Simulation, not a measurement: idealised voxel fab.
The following is a process module called voxel air gaps.
For reference, the cross-section in this document is cut, with width 280 nm and square cells of 5 nm.
Think of the cross-section as a grid of square cells. We describe it in bands, top to bottom, and each band covers one or more rows of those cells. The band entry comprises the height of the band's top followed by the height of its bottom, expressed in nm, and subsequently the band's materials from left to right, each stated together with its width in nm. Where a single material is marked with the word "throughout", that material fills the band from edge to edge. The word "empty" represents empty space. Ref level 0: as-received wafer is one material below here. Bottom band extends down with no lower bound ("0 -> down"). Read "30..40" as a graded width: first number on top, second number at the bottom, same change between each pair of neighbouring rows. "nothing altered" -> step changed no cross-section cell. "Enclosed empty spaces" enumerates empty spaces isolated from the top, with no open way to it, that contain at least 8 cells, giving each as width x height at distance from the left edge, all three in nm. Formally, on a step line, whatever follows the settings is a remark that the simulator itself makes on the step. What "overlay nm" on a step's line means: if the step has a mask, that mask lay this far to the right of its planned place, or, when the value is negative, to the left.
# List of planned process steps
1) RECEIVE | material Si
2) CONFORMAL_DEP | material SiO2 | thk nm 10
3) CONFORMAL_DEP | material SiCN | thk nm 5
4) DIRECTIONAL_DEP | material SiO2 | thk nm 35
5) MASKED_ETCH | tone open | mask id LINES | width nm 25 | pitch nm 50 | etch materials SiO2 | depth nm 35 | overlay nm 0
6) CONFORMAL_DEP | material TiN | thk nm 5
7) FILL_DEP | material Cu | thk nm 10
8) CMP | height nm 50
9) EPI | material Ru | thk nm 10
10) SELECTIVE_ETCH | etch materials SiO2 | depth nm 45
11) CONFORMAL_DEP | material SiCN | thk nm 5
# Step 1 complete: cross-section of the wafer as received
	0 -> down = Si throughout
	Enclosed empty spaces: none
# End-of-module XS, first of two wafers, run as planned
	65 -> 60 = empty 35  SiCN 205  empty 40
	60 -> 50 = empty 35  SiCN 5  Ru 45  SiCN 5  Ru 45  SiCN 5  Ru 45  SiCN 5  Ru 45  SiCN 5  empty 40
	50 -> 45 = empty 35  SiCN 15  TiN 5  Cu 15  TiN 5  SiCN 25  TiN 5  Cu 15  TiN 5  SiCN 25  TiN 5  Cu 15  TiN 5  SiCN 25  TiN 5  Cu 15  TiN 5  SiCN 15  empty 40
	45 -> 20 = empty 45  SiCN 5  TiN 5  Cu 15  TiN 5  SiCN 5  empty 15  SiCN 5  TiN 5  Cu 15  TiN 5  SiCN 5  empty 15  SiCN 5  TiN 5  Cu 15  TiN 5  SiCN 5  empty 15  SiCN 5  TiN 5  Cu 15  TiN 5  SiCN 5  empty 50
	20 -> 15 = SiCN 50  TiN 25  SiCN 25  TiN 25  SiCN 25  TiN 25  SiCN 25  TiN 25  SiCN 55
	15 -> 10 = SiCN throughout
	10 -> 0 = SiO2 throughout
	0 -> down = Si throughout
	Enclosed empty spaces: 15 x 25 at 80; 15 x 25 at 130; 15 x 25 at 180
# Cross-section, second wafer: same start as the first, same plan as the first, one mistake in running it; taken at the end of the module
	65 -> 60 = empty 25  SiCN 205  empty 50
	60 -> 50 = empty 25  SiCN 5  Ru 45  SiCN 5  Ru 45  SiCN 5  Ru 45  SiCN 5  Ru 45  SiCN 5  empty 50
	50 -> 45 = empty 25  SiCN 15  TiN 5  Cu 15  TiN 5  SiCN 25  TiN 5  Cu 15  TiN 5  SiCN 25  TiN 5  Cu 15  TiN 5  SiCN 25  TiN 5  Cu 15  TiN 5  SiCN 15  empty 50
	45 -> 20 = empty 35  SiCN 5  TiN 5  Cu 15  TiN 5  SiCN 5  empty 15  SiCN 5  TiN 5  Cu 15  TiN 5  SiCN 5  empty 15  SiCN 5  TiN 5  Cu 15  TiN 5  SiCN 5  empty 15  SiCN 5  TiN 5  Cu 15  TiN 5  SiCN 5  empty 60
	20 -> 15 = SiCN 40  TiN 25  SiCN 25  TiN 25  SiCN 25  TiN 25  SiCN 25  TiN 25  SiCN 65
	15 -> 10 = SiCN throughout
	10 -> 0 = SiO2 throughout
	0 -> down = Si throughout
	Enclosed empty spaces: 15 x 25 at 70; 15 x 25 at 120; 15 x 25 at 170
What was the processing mistake? planned and actual differ for step 5; actual: MASKED_ETCH | tone open | mask id LINES | width nm 25 | pitch nm 50 | etch materials SiO2 | depth nm 35 | overlay nm -10
The concluding comparison shows that, measured in cells, each material is equally abundant on both wafers, albeit at different positions.
